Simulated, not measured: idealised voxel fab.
voxel self aligned contacts: a process module
The width of the displayed cross-section, cut, is 295 nm; its cells are square, with a size of 5 nm.
Cross-section spec: square-cell grid; bands listed top down; each band is one or more rows.
Read a band's entry like this: the first values are the height of its top and the height of its bottom in nm, and what follows is the sequence of materials from left to right, each with its width in nm. Note that "air" is empty space, and that a single material marked "everywhere" reaches across the band from edge to edge.
It should be noted that heights are counted from 0, beneath which the wafer as supplied is of one material throughout, and that the lowest band possesses no lower boundary but continues downward, as written in "0 nm and below".
You'd read "30->40" like this: the band's top row of cells is as wide as the first number, its bottom row is as wide as the second, and going down, every row changes width by the same amount as the row before did.
"nothing altered", as given for a step, is the statement that not any cell of the cross-section underwent a change during that step.
Entry "Voids, sealed". Content: empty spaces with no open connection to the top, size 8 cells or greater. Each: width x height at distance. Distance: from left edge. Unit: nm.
Whatever follows a step's settings on its line is a remark the simulator itself makes about that step.
overlay nm: for a step with a mask, the amount by which the mask lay right of where it was planned; a negative amount means left of it.
Planned step list for the process
1,RECEIVE (material Si)
2,CONFORMAL_DEP (material SiO2; thk nm 5)
3,DIRECTIONAL_DEP (material polySi; thk nm 30)
4,DIRECTIONAL_DEP (material SiN; thk nm 25)
5,MASKED_ETCH (tone cover; mask id GATE; width nm 30; pitch nm 75; etch materials SiN; depth nm 25; overlay nm 0)
6,MASKED_ETCH (tone cover; mask id GATE; width nm 30; pitch nm 75; etch materials polySi; depth nm 30; overlay nm 0)
7,CONFORMAL_DEP (material SiN; thk nm 10)
8,DIRECTIONAL_ETCH (etch materials SiN; depth nm 10)
9,FILL_DEP (material SiO2; thk nm 15)
10,CMP (height nm 65)
11,PATTERN (tone open; mask id CONTACT; material resist; width nm 55; pitch nm 75; thk nm 15; overlay nm 0)
12,DIRECTIONAL_ETCH (etch materials SiO2; depth nm 65)
13,STRIP (etch materials resist)
14,CONFORMAL_DEP (material TiN; thk nm 5)
15,FILL_DEP (material W; thk nm 10)
16,CMP (height nm 65)
17,CONFORMAL_DEP (material SiCN; thk nm 5)
As-received state of the wafer in cross-section, equivalent to post-step 1
  0 nm and below  Si everywhere
  Voids, sealed: none
As-planned run: cross-section of the first of two wafers at end of module
  70 nm to 65 nm  SiCN everywhere
  65 nm to 60 nm  SiO2 80  TiN 20  W 15  TiN 20  SiO2 20  TiN 20  W 15  TiN 20  SiO2 85
  60 nm to 35 nm  SiO2 45  SiN 50  TiN 5  W 15  TiN 5  SiN 50  TiN 5  W 15  TiN 5  SiN 50  SiO2 50
  35 nm to 5 nm  SiO2 45  SiN 10  polySi 30  SiN 10  TiN 5  W 15  TiN 5  SiN 10  polySi 30  SiN 10  TiN 5  W 15  TiN 5  SiN 10  polySi 30  SiN 10  SiO2 50
  5 nm to 0 nm  SiO2 95  TiN 25  SiO2 50  TiN 25  SiO2 100
  0 nm and below  Si everywhere
  Voids, sealed: none
Presented here is a cross-section of the second of the two wafers as it stood at the end of the module. It was started in the same manner and assigned the same plan as the first wafer; however, one mistake was made in its execution
  70 nm to 65 nm  SiCN everywhere
  65 nm to 60 nm  SiO2 85  TiN 15  W 15  TiN 20  SiO2 25  TiN 15  W 15  TiN 20  SiO2 85
  60 nm to 35 nm  SiO2 45  SiN 50  TiN 5  W 15  TiN 5  SiN 50  TiN 5  W 15  TiN 5  SiN 50  SiO2 50
  35 nm to 5 nm  SiO2 45  SiN 10  polySi 30  SiN 10  TiN 5  W 15  TiN 5  SiN 10  polySi 30  SiN 10  TiN 5  W 15  TiN 5  SiN 10  polySi 30  SiN 10  SiO2 50
  5 nm to 0 nm  SiO2 95  TiN 25  SiO2 50  TiN 25  SiO2 100
  0 nm and below  Si everywhere
  Voids, sealed: none
The mistake made against the process plan was this: step 11 off recipe, ran as PATTERN (tone open; mask id CONTACT; material resist; width nm 50; pitch nm 75; thk nm 15; overlay nm 0)
Materials where the second wafer ends with more or fewer cells than the first: +2 SiO2, -2 TiN
